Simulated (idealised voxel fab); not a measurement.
The document below concerns the process module designated voxel tone inversion.
It is cross-section cut that appears here, measuring 180 nm in width, its square cells being 5 nm in size.
Reading order for cross-sections: top band down to bottom band. Underlying form: a grid of square cells. Band size: one or more rows of cells.
Heights first: top, then bottom, in nm. Then materials, left to right, each with a width in nm. "edge to edge" on a single material: fills the band edge to edge. "blank": empty space.
Below 0: as-received wafer, all one material; heights counted from there. Lowest band: no bottom, goes on down, written "z 0 and below".
So if you see something like "30 to 40" for the width, read it as the top row of the band sitting at the first number and the bottom row at the second, with every row in between moving by the same amount as the last.
Basically "nothing changed" means that step didn't change any cell in the cross-section.
Enclosed voids (no open way to top), threshold 8 cells or more, entry "Unvented cavities", notation width x height at distance, distance from left edge, nm.
Read whatever lies past the settings on a step's line as the simulator's own remark about the step.
Each step line may optionally specify "overlay nm", which for a step with a mask gives the rightward distance between the mask's planned place and where it lay, a negative value indicating the leftward direction.

[So here's the lineup of process steps we planned]
| 1 | RECEIVE: material Si |
| 2 | CONFORMAL_DEP: material SiN, thk nm 5 |
| 3 | DIRECTIONAL_DEP: material aC, thk nm 15 |
| 4 | PATTERN: tone cover, mask id POSTS, material resist, width nm 15, pitch nm 40, thk nm 20, overlay nm 0 |
| 5 | DIRECTIONAL_ETCH: etch materials aC, depth nm 15 |
| 6 | STRIP: etch materials resist |
| 7 | FILL_DEP: material SiO2, thk nm 5 |
| 8 | CMP: height nm 20 |
| 9 | STRIP: etch materials aC |

[First wafer of two (run as planned)]

[Delivered wafer in cross-section: state after step 1]
* z 0 and below = Si edge to edge
* Unvented cavities: none

[Step 2 done - wafer cross-section]
* z 5 to 0 = SiN edge to edge
* No changes below 0.

[Step 3 done - wafer cross-section]
* z 20 to 5 = aC edge to edge
* No changes below 5.

[Step 4 done - wafer cross-section]
* z 40 to 20 = 40 blank, 15 resist, 25 blank, 15 resist, 25 blank, 15 resist, 45 blank
* No changes below 20.

[Step 5 done - wafer cross-section]
* z 25 to 20 = 40 blank, 15 resist, 25 blank, 15 resist, 25 blank, 15 resist, 45 blank
* z 20 to 5 = 40 blank, 15 aC, 25 blank, 15 aC, 25 blank, 15 aC, 45 blank
* No changes below 5.

[Step 6 done - wafer cross-section]
* z 20 to 5 = 40 blank, 15 aC, 25 blank, 15 aC, 25 blank, 15 aC, 45 blank
* No changes below 5.

[Step 7 done - wafer cross-section]
* z 25 to 20 = SiO2 edge to edge
* z 20 to 5 = 40 SiO2, 15 aC, 25 SiO2, 15 aC, 25 SiO2, 15 aC, 45 SiO2
* No changes below 5.

[Step 8 done - wafer cross-section]
* z 20 to 5 = 40 SiO2, 15 aC, 25 SiO2, 15 aC, 25 SiO2, 15 aC, 45 SiO2
* No changes below 5.

[Step 9 done - wafer cross-section]
* z 20 to 5 = 40 SiO2, 15 blank, 25 SiO2, 15 blank, 25 SiO2, 15 blank, 45 SiO2
* No changes below 5.

[Wafer two: like wafer one in start and plan, but with one mistake in execution; identical up to and including step 3]

[The second wafer in cross-section, at the planned close of step 4]
* z 40 to 20 = 40 resist, 15 blank, 25 resist, 15 blank, 25 resist, 15 blank, 45 resist
* No changes below 20.

[The second wafer in cross-section, at the planned close of step 5]
* z 25 to 20 = 40 resist, 15 blank, 25 resist, 15 blank, 25 resist, 15 blank, 45 resist
* z 20 to 5 = 40 aC, 15 blank, 25 aC, 15 blank, 25 aC, 15 blank, 45 aC
* No changes below 5.

[The second wafer in cross-section, at the planned close of step 6]
* z 20 to 5 = 40 aC, 15 blank, 25 aC, 15 blank, 25 aC, 15 blank, 45 aC
* No changes below 5.

[The second wafer in cross-section, at the planned close of step 7]
* z 25 to 20 = SiO2 edge to edge
* z 20 to 5 = 40 aC, 15 SiO2, 25 aC, 15 SiO2, 25 aC, 15 SiO2, 45 aC
* No changes below 5.

[The second wafer in cross-section, at the planned close of step 8]
* z 20 to 5 = 40 aC, 15 SiO2, 25 aC, 15 SiO2, 25 aC, 15 SiO2, 45 aC
* No changes below 5.

[The second wafer in cross-section, at the planned close of step 9]
* z 20 to 5 = 40 blank, 15 SiO2, 25 blank, 15 SiO2, 25 blank, 15 SiO2, 45 blank
* No changes below 5.
Misprocessing identified: rather than as planned, step 4 actually ran as PATTERN: tone open, mask id POSTS, material resist, width nm 15, pitch nm 40, thk nm 20, overlay nm 0
The second wafer ends with more or fewer cells of some materials than the first, per final count: 54 fewer of SiO2
